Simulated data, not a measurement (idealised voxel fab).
Herein follows the process module entitled voxel local oxidation.
The figure presents cross-section cut, which has a width of 290 nm and is divided into square cells with an edge length of 5 nm.
Cross-section layout: square cells on a grid; listed as bands, top to bottom; a band spans one or more cell rows.
Heights first: top, then bottom, in nm. Then materials, left to right, each with a width in nm. "full width" on a single material: fills the band edge to edge. "air": empty space.
Where do heights start? At 0: under that level the wafer as delivered is made of one material only. And the lowest band has no floor; it just carries on downward, as in "0 down".
The width entry "30..40" should be interpreted row by row: the top row of cells in the band takes the first number, the bottom row takes the second number, and the change between adjacent rows is uniform throughout.
Given "same as before" for a step, no cell of the cross-section differs between before and after that step.
Entry "Closed void list" = empty spaces >= 8 cells with no open way to the top; each as width x height at distance, distance from left edge, all nm.
It should be noted that, on the line of a given step, the content following the step's settings is a remark produced by the simulator itself with respect to that step.
A step line may carry the setting "overlay nm", which, for steps involving a mask, states the distance by which the mask lay to the right of its intended position; negative values denote displacement to the left.
[Below is the list of planned process steps]
1: op RECEIVE | material Si
2: op OXIDIZE | depth nm 5
3: op CONFORMAL_DEP | material SiN | thk nm 15
4: op DIRECTIONAL_DEP | material aC | thk nm 15
5: op PATTERN | tone cover | mask id ACTIVE | material resist | width nm 110 | thk nm 35 | overlay nm 0
6: op DIRECTIONAL_ETCH | etch materials aC | depth nm 15
7: op STRIP | etch materials resist
8: op DIRECTIONAL_ETCH | etch materials SiN | depth nm 15
9: op STRIP | etch materials aC
10: op SELECTIVE_ETCH | etch materials SiO2 | depth nm 5
11: op OXIDIZE | depth nm 15
12: op STRIP | etch materials SiN
[The first of a set of two wafers, run to plan]
[This is the cross-section of the wafer as we received it, i.e. after step 1]
  0 down = Si full width
  Closed void list: none
[Cross-section through the wafer, step 2 finished]
  0 to -5 = SiO2 full width
  Heights below -5 show no change.
[Cross-section through the wafer, step 3 finished]
  15 to 0 = SiN full width
  Heights below 0 show no change.
[Cross-section through the wafer, step 4 finished]
  30 to 15 = aC full width
  Heights below 15 show no change.
[Cross-section through the wafer, step 5 finished]
  65 to 30 = 90 air  110 resist  90 air
  Heights below 30 show no change.
[Cross-section through the wafer, step 6 finished]
  50 to 30 = 90 air  110 resist  90 air
  30 to 15 = 90 air  110 aC  90 air
  Heights below 15 show no change.
[Cross-section through the wafer, step 7 finished]
  30 to 15 = 90 air  110 aC  90 air
  Heights below 15 show no change.
[Cross-section through the wafer, step 8 finished]
  30 to 15 = 90 air  110 aC  90 air
  15 to 0 = 90 air  110 SiN  90 air
  Heights below 0 show no change.
[Cross-section through the wafer, step 9 finished]
  15 to 0 = 90 air  110 SiN  90 air
  Heights below 0 show no change.
[Cross-section through the wafer, step 10 finished]
  15 to 0 = 90 air  110 SiN  90 air
  0 to -5 = 95 air  100 SiO2  95 air
  Heights below -5 show no change.
[Cross-section through the wafer, step 11 finished]
  15 to 0 = 90 air  110 SiN  90 air
  0 to -5 = 95 air  100 SiO2  95 air
  -5 to -20 = 110 SiO2  70 Si  110 SiO2
  Heights below -20 show no change.
[Cross-section through the wafer, step 12 finished]
  0 to -5 = 95 air  100 SiO2  95 air
  Heights below -5 show no change.
[Okay, second wafer. Nothing different at the start, nothing different in the plan, just one mistake somewhere in the running. As far as step 6, counting that step, it's the first wafer all over again]
[Cross-sectional representation of the second wafer at the time designated in the plan for the completion of step 7]
  50 to 30 = 90 air  110 resist  90 air
  30 to 15 = 90 air  110 aC  90 air
  15 to 0 = 90 air  110 SiN  90 air
  Heights below 0 show no change.
[Cross-sectional representation of the second wafer at the time designated in the plan for the completion of step 8]
  30 to 15 = 90 air  110 aC  90 air
  Heights below 15 show no change.
[Cross-sectional representation of the second wafer at the time designated in the plan for the completion of step 9]
  15 to 0 = 90 air  110 SiN  90 air
  Heights below 0 show no change.
[Cross-sectional representation of the second wafer at the time designated in the plan for the completion of step 10]
  15 to 0 = 90 air  110 SiN  90 air
  0 to -5 = 95 air  100 SiO2  95 air
  Heights below -5 show no change.
[Cross-sectional representation of the second wafer at the time designated in the plan for the completion of step 11]
  15 to 0 = 90 air  110 SiN  90 air
  0 to -5 = 95 air  100 SiO2  95 air
  -5 to -20 = 110 SiO2  70 Si  110 SiO2
  Heights below -20 show no change.
[Cross-sectional representation of the second wafer at the time designated in the plan for the completion of step 12]
  0 to -5 = 95 air  100 SiO2  95 air
  Heights below -5 show no change.
Short version of what went wrong: swap of plan steps 7 and 8 during execution
Outcome: the two wafer cross-sections end up identical, and the model's computation is unaffected by the mistake.
